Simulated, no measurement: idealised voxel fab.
Herein follows the process module entitled voxel self aligned vias.
Square cell edge 5 nm, section width 235 nm, ID cut.
This document writes a cross-section as a grid whose cells are square, and gives it as bands, listed from the top down; one or more rows of cells form a band.
Top, bottom (nm), then materials left to right with widths (nm); lone material tagged "edge to edge" fills the whole band edge to edge; "blank" = empty space.
Ref level 0: as-received wafer is one material below here. Bottom band extends down with no lower bound ("0 and below").
Note: "30..40" means the width goes from the first number (top row of the band) to the second number (bottom row) in equal steps per row of cells.
Step marked "nothing different"? Then no cell in the cross-section changed in it.
"Enclosed internal voids" means: voids of 8 cells or more that are shut off from the top with no open way through. Written width x height at distance, distance from the left edge, in nm.
Step line, after settings: the simulator's comment on this step.
The setting "overlay nm" may be written on the line of a step. When the step uses a mask, the value reports how far to the right of the planned place the mask lay, and a negative value reports that it lay to the left.
If you're wondering how to read the rest of this, here's the deal. It's pairs of cross-sections: one from before a process step, one from after it. The after one is only drawn as far down as the lowest band that changed. Right under each pair you'll see which step sits between them and what its settings were. Don't read the pairs as one continuous story, though. They can come from different runs of this module on the same starting wafer, and a pair only carries on from the one above it where its entry headed "Before processing" says so.

# Before processing
  50 down to 45 | 85 TiN; 10 blank; 40 TiN; 10 blank; 90 TiN
  45 down to 25 | 80 lowk; 5 TiN; 10 blank; 5 TiN; 30 lowk; 5 TiN; 10 blank; 5 TiN; 85 lowk
  25 down to 20 | 80 lowk; 20 TiN; 30 lowk; 20 TiN; 85 lowk
  20 down to 15 | SiCN edge to edge
  15 down to 0 | SiO2 edge to edge
  0 and below | Si edge to edge
  Enclosed internal voids: none

# Cross-Section Thereafter
  55 down to 50 | Ru edge to edge
  50 down to 45 | 85 TiN; 10 Ru; 40 TiN; 10 Ru; 90 TiN
  45 down to 25 | 80 lowk; 5 TiN; 10 Ru; 5 TiN; 30 lowk; 5 TiN; 10 Ru; 5 TiN; 85 lowk
  Below 25, no change.
  Enclosed internal voids: none
Step that separates the before view from the after view above: FILL_DEP [material Ru] [thk nm 5]

Before processing: identical to the post-step cross-section of the immediately preceding pair.

# Cross-Section Thereafter
  40 down to 25 | 80 lowk; 5 TiN; 10 Ru; 5 TiN; 30 lowk; 5 TiN; 10 Ru; 5 TiN; 85 lowk
  Below 25, no change.
  Enclosed internal voids: none
Step that separates the before view from the after view above: CMP [height nm 40]

Before processing: identical to the post-step cross-section of the immediately preceding pair.

# Cross-Section Thereafter
  40 down to 35 | 80 lowk; 20 blank; 30 lowk; 20 blank; 85 lowk
  Below 35, no change.
  Enclosed internal voids: none
Step that separates the before view from the after view above: SELECTIVE_ETCH [etch materials W Ru TiN] [depth nm 5]

Before processing: identical to the post-step cross-section of the immediately preceding pair.

# Cross-Section Thereafter
  45 down to 40 | SiN edge to edge
  40 down to 35 | 80 lowk; 20 SiN; 30 lowk; 20 SiN; 85 lowk
  Below 35, no change.
  Enclosed internal voids: none
Step that separates the before view from the after view above: FILL_DEP [material SiN] [thk nm 5]

Before processing: identical to the post-step cross-section of the immediately preceding pair.

# Cross-Section Thereafter
  40 down to 35 | 80 lowk; 20 SiN; 30 lowk; 20 SiN; 85 lowk
  Below 35, no change.
  Enclosed internal voids: none
Step that separates the before view from the after view above: CMP [height nm 40]

Before processing: identical to the post-step cross-section of the immediately preceding pair.

# Cross-Section Thereafter
  60 down to 40 | lowk edge to edge
  Below 40, no change.
  Enclosed internal voids: none
Step that separates the before view from the after view above: DIRECTIONAL_DEP [material lowk] [thk nm 20]

Before processing: identical to the post-step cross-section of the immediately preceding pair.

# Cross-Section Thereafter
  75 down to 60 | aC edge to edge
  Below 60, no change.
  Enclosed internal voids: none
Step that separates the before view from the after view above: DIRECTIONAL_DEP [material aC] [thk nm 15]

Before processing: identical to the post-step cross-section of the immediately preceding pair.

# Cross-Section Thereafter
  105 down to 75 | 75 resist; 30 blank; 130 resist
  Below 75, no change.
  Enclosed internal voids: none
Step that separates the before view from the after view above: PATTERN [tone open] [mask id VIAS] [material resist] [width nm 30] [thk nm 30] [overlay nm 0]

Before processing: identical to the post-step cross-section of the immediately preceding pair.

# Cross-Section Thereafter
  90 down to 75 | 75 resist; 30 blank; 130 resist
  75 down to 60 | 75 aC; 30 blank; 130 aC
  Below 60, no change.
  Enclosed internal voids: none
Step that separates the before view from the after view above: DIRECTIONAL_ETCH [etch materials aC] [depth nm 15]

Before processing: identical to the post-step cross-section of the immediately preceding pair.

# Cross-Section Thereafter
  75 down to 60 | 75 aC; 30 blank; 130 aC
  Below 60, no change.
  Enclosed internal voids: none
Step that separates the before view from the after view above: STRIP [etch materials resist]

Before processing: identical to the post-step cross-section of the immediately preceding pair.

# Cross-Section Thereafter
  75 down to 60 | 75 aC; 30 blank; 130 aC
  60 down to 40 | 75 lowk; 30 blank; 130 lowk
  Below 40, no change.
  Enclosed internal voids: none
Step that separates the before view from the after view above: DIRECTIONAL_ETCH [etch materials lowk] [depth nm 20]

Before processing: identical to the post-step cross-section of the immediately preceding pair.

# Cross-Section Thereafter
  75 down to 60 | 75 aC; 30 blank; 130 aC
  60 down to 40 | 75 lowk; 30 blank; 130 lowk
  40 down to 35 | 80 lowk; 20 blank; 30 lowk; 20 SiN; 85 lowk
  Below 35, no change.
  Enclosed internal voids: none
Step that separates the before view from the after view above: DIRECTIONAL_ETCH [etch materials SiN] [depth nm 5]

Before processing: identical to the post-step cross-section of the immediately preceding pair.

# Cross-Section Thereafter
  60 down to 40 | 75 lowk; 30 blank; 130 lowk
  Below 40, no change.
  Enclosed internal voids: none
Step that separates the before view from the after view above: STRIP [etch materials aC]

Before processing: identical to the post-step cross-section of the immediately preceding pair.

# Cross-Section Thereafter
  65 down to 60 | 80 TiN; 20 blank; 135 TiN
  60 down to 45 | 75 lowk; 5 TiN; 20 blank; 5 TiN; 130 lowk
  45 down to 40 | 75 lowk; 10 TiN; 10 blank; 10 TiN; 130 lowk
  40 down to 35 | 80 lowk; 20 TiN; 30 lowk; 20 SiN; 85 lowk
  Below 35, no change.
  Enclosed internal voids: none
Step that separates the before view from the after view above: CONFORMAL_DEP [material TiN] [thk nm 5]

Before processing: identical to the post-step cross-section of the immediately preceding pair.

# Cross-Section Thereafter
  70 down to 65 | Ru edge to edge
  65 down to 60 | 80 TiN; 20 Ru; 135 TiN
  60 down to 45 | 75 lowk; 5 TiN; 20 Ru; 5 TiN; 130 lowk
  45 down to 40 | 75 lowk; 10 TiN; 10 Ru; 10 TiN; 130 lowk
  Below 40, no change.
  Enclosed internal voids: none
Step that separates the before view from the after view above: FILL_DEP [material Ru] [thk nm 5]

Before processing: identical to the post-step cross-section of the immediately preceding pair.

# Cross-Section Thereafter
  60 down to 45 | 75 lowk; 5 TiN; 20 Ru; 5 TiN; 130 lowk
  Below 45, no change.
  Enclosed internal voids: none
Step that separates the before view from the after view above: CMP [height nm 60]

Before processing: identical to the post-step cross-section of the immediately preceding pair.

# Cross-Section Thereafter
  65 down to 60 | SiCN edge to edge
  Below 60, no change.
  Enclosed internal voids: none
Step that separates the before view from the after view above: CONFORMAL_DEP [material SiCN] [thk nm 5]

# Before processing
  75 down to 60 | aC edge to edge
  60 down to 40 | lowk edge to edge
  40 down to 35 | 80 lowk; 20 SiN; 30 lowk; 20 SiN; 85 lowk
  35 down to 20 | 80 lowk; 5 TiN; 10 Ru; 5 TiN; 30 lowk; 5 TiN; 10 Ru; 5 TiN; 85 lowk
  20 down to 15 | 80 lowk; 20 TiN; 30 lowk; 20 TiN; 85 lowk
  15 down to 10 | SiCN edge to edge
  10 down to 0 | SiO2 edge to edge
  0 and below | Si edge to edge
  Enclosed internal voids: none

# Cross-Section Thereafter
  105 down to 75 | 70 resist; 40 blank; 125 resist
  Below 75, no change.
  Enclosed internal voids: none
Step that separates the before view from the after view above: PATTERN [tone open] [mask id VIAS] [material resist] [width nm 40] [thk nm 30] [overlay nm 0]

Before processing: identical to the post-step cross-section of the immediately preceding pair.

# Cross-Section Thereafter
  90 down to 75 | 70 resist; 40 blank; 125 resist
  75 down to 60 | 70 aC; 40 blank; 125 aC
  Below 60, no change.
  Enclosed internal voids: none
Step that separates the before view from the after view above: DIRECTIONAL_ETCH [etch materials aC] [depth nm 15]

Before processing: identical to the post-step cross-section of the immediately preceding pair.

# Cross-Section Thereafter
  75 down to 60 | 70 aC; 40 blank; 125 aC
  Below 60, no change.
  Enclosed internal voids: none
Step that separates the before view from the after view above: STRIP [etch materials resist]

Before processing: identical to the post-step cross-section of the immediately preceding pair.

# Cross-Section Thereafter
  75 down to 60 | 70 aC; 40 blank; 125 aC
  60 down to 40 | 70 lowk; 40 blank; 125 lowk
  Below 40, no change.
  Enclosed internal voids: none
Step that separates the before view from the after view above: DIRECTIONAL_ETCH [etch materials lowk] [depth nm 20]

Before processing: identical to the post-step cross-section of the immediately preceding pair.

# Cross-Section Thereafter
  75 down to 60 | 70 aC; 40 blank; 125 aC
  60 down to 40 | 70 lowk; 40 blank; 125 lowk
  40 down to 35 | 80 lowk; 20 blank; 30 lowk; 20 SiN; 85 lowk
  Below 35, no change.
  Enclosed internal voids: none
Step that separates the before view from the after view above: DIRECTIONAL_ETCH [etch materials SiN] [depth nm 5]

Before processing: identical to the post-step cross-section of the immediately preceding pair.

# Cross-Section Thereafter
  60 down to 40 | 70 lowk; 40 blank; 125 lowk
  Below 40, no change.
  Enclosed internal voids: none
Step that separates the before view from the after view above: STRIP [etch materials aC]

Before processing: identical to the post-step cross-section of the immediately preceding pair.

# Cross-Section Thereafter
  65 down to 60 | 75 TiN; 30 blank; 130 TiN
  60 down to 45 | 70 lowk; 5 TiN; 30 blank; 5 TiN; 125 lowk
  45 down to 40 | 70 lowk; 15 TiN; 10 blank; 15 TiN; 125 lowk
  40 down to 35 | 80 lowk; 20 TiN; 30 lowk; 20 SiN; 85 lowk
  Below 35, no change.
  Enclosed internal voids: none
Step that separates the before view from the after view above: CONFORMAL_DEP [material TiN] [thk nm 5]

Before processing: identical to the post-step cross-section of the immediately preceding pair.

# Cross-Section Thereafter
  70 down to 65 | Ru edge to edge
  65 down to 60 | 75 TiN; 30 Ru; 130 TiN
  60 down to 45 | 70 lowk; 5 TiN; 30 Ru; 5 TiN; 125 lowk
  45 down to 40 | 70 lowk; 15 TiN; 10 Ru; 15 TiN; 125 lowk
  Below 40, no change.
  Enclosed internal voids: none
Step that separates the before view from the after view above: FILL_DEP [material Ru] [thk nm 5]

Before processing: identical to the post-step cross-section of the immediately preceding pair.

# Cross-Section Thereafter
  60 down to 45 | 70 lowk; 5 TiN; 30 Ru; 5 TiN; 125 lowk
  Below 45, no change.
  Enclosed internal voids: none
Step that separates the before view from the after view above: CMP [height nm 60]

Before processing: identical to the post-step cross-section of the immediately preceding pair.

# Cross-Section Thereafter
  65 down to 60 | SiCN edge to edge
  Below 60, no change.
  Enclosed internal voids: none
Step that separates the before view from the after view above: CONFORMAL_DEP [material SiCN] [thk nm 5]

# Before processing
  75 down to 60 | aC edge to edge
  60 down to 40 | lowk edge to edge
  40 down to 35 | 80 lowk; 20 SiN; 30 lowk; 20 SiN; 85 lowk
  35 down to 20 | 80 lowk; 5 TiN; 10 Ru; 5 TiN; 30 lowk; 5 TiN; 10 Ru; 5 TiN; 85 lowk
  20 down to 15 | 80 lowk; 20 TiN; 30 lowk; 20 TiN; 85 lowk
  15 down to 10 | SiCN edge to edge
  10 down to 0 | SiO2 edge to edge
  0 and below | Si edge to edge
  Enclosed internal voids: none

# Cross-Section Thereafter
  105 down to 75 | 65 resist; 30 blank; 140 resist
  Below 75, no change.
  Enclosed internal voids: none
Step that separates the before view from the after view above: PATTERN [tone open] [mask id VIAS] [material resist] [width nm 30] [thk nm 30] [overlay nm -10]

Before processing: identical to the post-step cross-section of the immediately preceding pair.

# Cross-Section Thereafter
  90 down to 75 | 65 resist; 30 blank; 140 resist
  75 down to 60 | 65 aC; 30 blank; 140 aC
  Below 60, no change.
  Enclosed internal voids: none
Step that separates the before view from the after view above: DIRECTIONAL_ETCH [etch materials aC] [depth nm 15]

Before processing: identical to the post-step cross-section of the immediately preceding pair.

# Cross-Section Thereafter
  75 down to 60 | 65 aC; 30 blank; 140 aC
  Below 60, no change.
  Enclosed internal voids: none
Step that separates the before view from the after view above: STRIP [etch materials resist]

Before processing: identical to the post-step cross-section of the immediately preceding pair.

# Cross-Section Thereafter
  75 down to 60 | 65 aC; 30 blank; 140 aC
  60 down to 40 | 65 lowk; 30 blank; 140 lowk
  Below 40, no change.
  Enclosed internal voids: none
Step that separates the before view from the after view above: DIRECTIONAL_ETCH [etch materials lowk] [depth nm 20]

Before processing: identical to the post-step cross-section of the immediately preceding pair.

# Cross-Section Thereafter
  75 down to 60 | 65 aC; 30 blank; 140 aC
  60 down to 40 | 65 lowk; 30 blank; 140 lowk
  40 down to 35 | 80 lowk; 15 blank; 5 SiN; 30 lowk; 20 SiN; 85 lowk
  Below 35, no change.
  Enclosed internal voids: none
Step that separates the before view from the after view above: DIRECTIONAL_ETCH [etch materials SiN] [depth nm 5]

Before processing: identical to the post-step cross-section of the immediately preceding pair.

# Cross-Section Thereafter
  60 down to 40 | 65 lowk; 30 blank; 140 lowk
  Below 40, no change.
  Enclosed internal voids: none
Step that separates the before view from the after view above: STRIP [etch materials aC]

Before processing: identical to the post-step cross-section of the immediately preceding pair.

# Cross-Section Thereafter
  65 down to 60 | 70 TiN; 20 blank; 145 TiN
  60 down to 45 | 65 lowk; 5 TiN; 20 blank; 5 TiN; 140 lowk
  45 down to 40 | 65 lowk; 20 TiN; 5 blank; 5 TiN; 140 lowk
  40 down to 35 | 80 lowk; 15 TiN; 5 SiN; 30 lowk; 20 SiN; 85 lowk
  Below 35, no change.
  Enclosed internal voids: none
Step that separates the before view from the after view above: CONFORMAL_DEP [material TiN] [thk nm 5]

Before processing: identical to the post-step cross-section of the immediately preceding pair.

# Cross-Section Thereafter
  70 down to 65 | Ru edge to edge
  65 down to 60 | 70 TiN; 20 Ru; 145 TiN
  60 down to 45 | 65 lowk; 5 TiN; 20 Ru; 5 TiN; 140 lowk
  45 down to 40 | 65 lowk; 20 TiN; 5 Ru; 5 TiN; 140 lowk
  Below 40, no change.
  Enclosed internal voids: none
Step that separates the before view from the after view above: FILL_DEP [material Ru] [thk nm 5]

Before processing: identical to the post-step cross-section of the immediately preceding pair.

# Cross-Section Thereafter
  60 down to 45 | 65 lowk; 5 TiN; 20 Ru; 5 TiN; 140 lowk
  Below 45, no change.
  Enclosed internal voids: none
Step that separates the before view from the after view above: CMP [height nm 60]

Before processing: identical to the post-step cross-section of the immediately preceding pair.

# Cross-Section Thereafter
  65 down to 60 | SiCN edge to edge
  Below 60, no change.
  Enclosed internal voids: none
Step that separates the before view from the after view above: CONFORMAL_DEP [material SiCN] [thk nm 5]

# Before processing
  15 down to 10 | SiCN edge to edge
  10 down to 0 | SiO2 edge to edge
  0 and below | Si edge to edge
  Enclosed internal voids: none

# Cross-Section Thereafter
  40 down to 15 | SiN edge to edge
  Below 15, no change.
  Enclosed internal voids: none
Step that separates the before view from the after view above: DIRECTIONAL_DEP [material SiN] [thk nm 25]

Before processing: identical to the post-step cross-section of the immediately preceding pair.

# Cross-Section Thereafter
  55 down to 40 | aC edge to edge
  Below 40, no change.
  Enclosed internal voids: none
Step that separates the before view from the after view above: DIRECTIONAL_DEP [material aC] [thk nm 15]

Before processing: identical to the post-step cross-section of the immediately preceding pair.

# Cross-Section Thereafter
  90 down to 55 | 80 resist; 20 blank; 30 resist; 20 blank; 85 resist
  Below 55, no change.
  Enclosed internal voids: none
Step that separates the before view from the after view above: PATTERN [tone open] [mask id LINES] [material resist] [width nm 20] [pitch nm 50] [thk nm 35] [overlay nm 0]

Before processing: identical to the post-step cross-section of the immediately preceding pair.

# Cross-Section Thereafter
  75 down to 55 | 80 resist; 20 blank; 30 resist; 20 blank; 85 resist
  55 down to 40 | 80 aC; 20 blank; 30 aC; 20 blank; 85 aC
  Below 40, no change.
  Enclosed internal voids: none
Step that separates the before view from the after view above: DIRECTIONAL_ETCH [etch materials aC] [depth nm 15]

Before processing: identical to the post-step cross-section of the immediately preceding pair.

# Cross-Section Thereafter
  55 down to 40 | 80 aC; 20 blank; 30 aC; 20 blank; 85 aC
  Below 40, no change.
  Enclosed internal voids: none
Step that separates the before view from the after view above: STRIP [etch materials resist]

Before processing: identical to the post-step cross-section of the immediately preceding pair.

# Cross-Section Thereafter
  40 down to 15 | SiN edge to edge
  Below 15, no change.
  Enclosed internal voids: none
Step that separates the before view from the after view above: STRIP [etch materials aC]

Before processing: identical to the post-step cross-section of the immediately preceding pair.

# Cross-Section Thereafter
  45 down to 40 | TiN edge to edge
  Below 40, no change.
  Enclosed internal voids: none
Step that separates the before view from the after view above: CONFORMAL_DEP [material TiN] [thk nm 5]

Before processing: identical to the post-step cross-section of the immediately preceding pair.

# Cross-Section Thereafter
  50 down to 45 | Ru edge to edge
  Below 45, no change.
  Enclosed internal voids: none
Step that separates the before view from the after view above: FILL_DEP [material Ru] [thk nm 5]

Before processing: identical to the post-step cross-section of the immediately preceding pair.

# Cross-Section Thereafter
  40 down to 15 | SiN edge to edge
  Below 15, no change.
  Enclosed internal voids: none
Step that separates the before view from the after view above: CMP [height nm 40]

Before processing: identical to the post-step cross-section of the immediately preceding pair.

# Cross-Section Thereafter
  45 down to 15 | SiN edge to edge
  Below 15, no change.
  Enclosed internal voids: none
Step that separates the before view from the after view above: FILL_DEP [material SiN] [thk nm 5]

Before processing: identical to the post-step cross-section of the immediately preceding pair.

# Cross-Section Thereafter
  40 down to 15 | SiN edge to edge
  Below 15, no change.
  Enclosed internal voids: none
Step that separates the before view from the after view above: CMP [height nm 40]

Before processing: identical to the post-step cross-section of the immediately preceding pair.

# Cross-Section Thereafter
  60 down to 40 | lowk edge to edge
  Below 40, no change.
  Enclosed internal voids: none
Step that separates the before view from the after view above: DIRECTIONAL_DEP [material lowk] [thk nm 20]

Before processing: identical to the post-step cross-section of the immediately preceding pair.

# Cross-Section Thereafter
  75 down to 60 | aC edge to edge
  Below 60, no change.
  Enclosed internal voids: none
Step that separates the before view from the after view above: DIRECTIONAL_DEP [material aC] [thk nm 15]

Before processing: identical to the post-step cross-section of the immediately preceding pair.

# Cross-Section Thereafter
  105 down to 75 | 75 resist; 30 blank; 130 resist
  Below 75, no change.
  Enclosed internal voids: none
Step that separates the before view from the after view above: PATTERN [tone open] [mask id VIAS] [material resist] [width nm 30] [thk nm 30] [overlay nm 0]

Before processing: identical to the post-step cross-section of the immediately preceding pair.

# Cross-Section Thereafter
  90 down to 75 | 75 resist; 30 blank; 130 resist
  75 down to 60 | 75 aC; 30 blank; 130 aC
  Below 60, no change.
  Enclosed internal voids: none
Step that separates the before view from the after view above: DIRECTIONAL_ETCH [etch materials aC] [depth nm 15]

Before processing: identical to the post-step cross-section of the immediately preceding pair.

# Cross-Section Thereafter
  75 down to 60 | 75 aC; 30 blank; 130 aC
  Below 60, no change.
  Enclosed internal voids: none
Step that separates the before view from the after view above: STRIP [etch materials resist]

Before processing: identical to the post-step cross-section of the immediately preceding pair.

# Cross-Section Thereafter
  75 down to 60 | 75 aC; 30 blank; 130 aC
  60 down to 40 | 75 lowk; 30 blank; 130 lowk
  Below 40, no change.
  Enclosed internal voids: none
Step that separates the before view from the after view above: DIRECTIONAL_ETCH [etch materials lowk] [depth nm 20]

Before processing: identical to the post-step cross-section of the immediately preceding pair.

# Cross-Section Thereafter
  75 down to 60 | 75 aC; 30 blank; 130 aC
  60 down to 40 | 75 lowk; 30 blank; 130 lowk
  40 down to 35 | 75 SiN; 30 blank; 130 SiN
  Below 35, no change.
  Enclosed internal voids: none
Step that separates the before view from the after view above: DIRECTIONAL_ETCH [etch materials SiN] [depth nm 5]

Before processing: identical to the post-step cross-section of the immediately preceding pair.

# Cross-Section Thereafter
  60 down to 40 | 75 lowk; 30 blank; 130 lowk
  Below 40, no change.
  Enclosed internal voids: none
Step that separates the before view from the after view above: STRIP [etch materials aC]

Before processing: identical to the post-step cross-section of the immediately preceding pair.

# Cross-Section Thereafter
  65 down to 60 | 80 TiN; 20 blank; 135 TiN
  60 down to 40 | 75 lowk; 5 TiN; 20 blank; 5 TiN; 130 lowk
  40 down to 35 | 75 SiN; 30 TiN; 130 SiN
  Below 35, no change.
  Enclosed internal voids: none
Step that separates the before view from the after view above: CONFORMAL_DEP [material TiN] [thk nm 5]

Before processing: identical to the post-step cross-section of the immediately preceding pair.

# Cross-Section Thereafter
  70 down to 65 | Ru edge to edge
  65 down to 60 | 80 TiN; 20 Ru; 135 TiN
  60 down to 40 | 75 lowk; 5 TiN; 20 Ru; 5 TiN; 130 lowk
  Below 40, no change.
  Enclosed internal voids: none
Step that separates the before view from the after view above: FILL_DEP [material Ru] [thk nm 5]

Before processing: identical to the post-step cross-section of the immediately preceding pair.

# Cross-Section Thereafter
  60 down to 40 | 75 lowk; 5 TiN; 20 Ru; 5 TiN; 130 lowk
  Below 40, no change.
  Enclosed internal voids: none
Step that separates the before view from the after view above: CMP [height nm 60]

Before processing: identical to the post-step cross-section of the immediately preceding pair.

# Cross-Section Thereafter
  65 down to 60 | SiCN edge to edge
  Below 60, no change.
  Enclosed internal voids: none
Step that separates the before view from the after view above: CONFORMAL_DEP [material SiCN] [thk nm 5]

# Before processing
  75 down to 60 | aC edge to edge
  60 down to 40 | lowk edge to edge
  40 down to 35 | 80 lowk; 20 SiN; 30 lowk; 20 SiN; 85 lowk
  35 down to 20 | 80 lowk; 5 TiN; 10 Ru; 5 TiN; 30 lowk; 5 TiN; 10 Ru; 5 TiN; 85 lowk
  20 down to 15 | 80 lowk; 20 TiN; 30 lowk; 20 TiN; 85 lowk
  15 down to 10 | SiCN edge to edge
  10 down to 0 | SiO2 edge to edge
  0 and below | Si edge to edge
  Enclosed internal voids: none

# Cross-Section Thereafter
  105 down to 75 | 75 blank; 30 resist; 130 blank
  Below 75, no change.
  Enclosed internal voids: none
Step that separates the before view from the after view above: PATTERN [tone cover] [mask id VIAS] [material resist] [width nm 30] [thk nm 30] [overlay nm 0]

Before processing: identical to the post-step cross-section of the immediately preceding pair.

# Cross-Section Thereafter
  90 down to 75 | 75 blank; 30 resist; 130 blank
  75 down to 60 | 75 blank; 30 aC; 130 blank
  Below 60, no change.
  Enclosed internal voids: none
Step that separates the before view from the after view above: DIRECTIONAL_ETCH [etch materials aC] [depth nm 15]

Before processing: identical to the post-step cross-section of the immediately preceding pair.

# Cross-Section Thereafter
  75 down to 60 | 75 blank; 30 aC; 130 blank
  Below 60, no change.
  Enclosed internal voids: none
Step that separates the before view from the after view above: STRIP [etch materials resist]

Before processing: identical to the post-step cross-section of the immediately preceding pair.

# Cross-Section Thereafter
  75 down to 60 | 75 blank; 30 aC; 130 blank
  60 down to 40 | 75 blank; 30 lowk; 130 blank
  Below 40, no change.
  Enclosed internal voids: none
Step that separates the before view from the after view above: DIRECTIONAL_ETCH [etch materials lowk] [depth nm 20]

Before processing: identical to the post-step cross-section of the immediately preceding pair.

# Cross-Section Thereafter
  75 down to 60 | 75 blank; 30 aC; 130 blank
  60 down to 40 | 75 blank; 30 lowk; 130 blank
  40 down to 35 | 80 lowk; 20 SiN; 30 lowk; 20 blank; 85 lowk
  Below 35, no change.
  Enclosed internal voids: none
Step that separates the before view from the after view above: DIRECTIONAL_ETCH [etch materials SiN] [depth nm 5]

Before processing: identical to the post-step cross-section of the immediately preceding pair.

# Cross-Section Thereafter
  60 down to 40 | 75 blank; 30 lowk; 130 blank
  Below 40, no change.
  Enclosed internal voids: none
Step that separates the before view from the after view above: STRIP [etch materials aC]

Before processing: identical to the post-step cross-section of the immediately preceding pair.

# Cross-Section Thereafter
  65 down to 60 | 70 blank; 40 TiN; 125 blank
  60 down to 45 | 70 blank; 5 TiN; 30 lowk; 5 TiN; 125 blank
  45 down to 40 | 75 TiN; 30 lowk; 30 TiN; 10 blank; 90 TiN
  40 down to 35 | 80 lowk; 20 SiN; 30 lowk; 20 TiN; 85 lowk
  Below 35, no change.
  Enclosed internal voids: none
Step that separates the before view from the after view above: CONFORMAL_DEP [material TiN] [thk nm 5]

Before processing: identical to the post-step cross-section of the immediately preceding pair.

# Cross-Section Thereafter
  70 down to 65 | Ru edge to edge
  65 down to 60 | 70 Ru; 40 TiN; 125 Ru
  60 down to 45 | 70 Ru; 5 TiN; 30 lowk; 5 TiN; 125 Ru
  45 down to 40 | 75 TiN; 30 lowk; 30 TiN; 10 Ru; 90 TiN
  Below 40, no change.
  Enclosed internal voids: none
Step that separates the before view from the after view above: FILL_DEP [material Ru] [thk nm 5]

Before processing: identical to the post-step cross-section of the immediately preceding pair.

# Cross-Section Thereafter
  60 down to 45 | 70 Ru; 5 TiN; 30 lowk; 5 TiN; 125 Ru
  Below 45, no change.
  Enclosed internal voids: none
Step that separates the before view from the after view above: CMP [height nm 60]

Before processing: identical to the post-step cross-section of the immediately preceding pair.

# Cross-Section Thereafter
  65 down to 60 | SiCN edge to edge
  Below 60, no change.
  Enclosed internal voids: none
Step that separates the before view from the after view above: CONFORMAL_DEP [material SiCN] [thk nm 5]
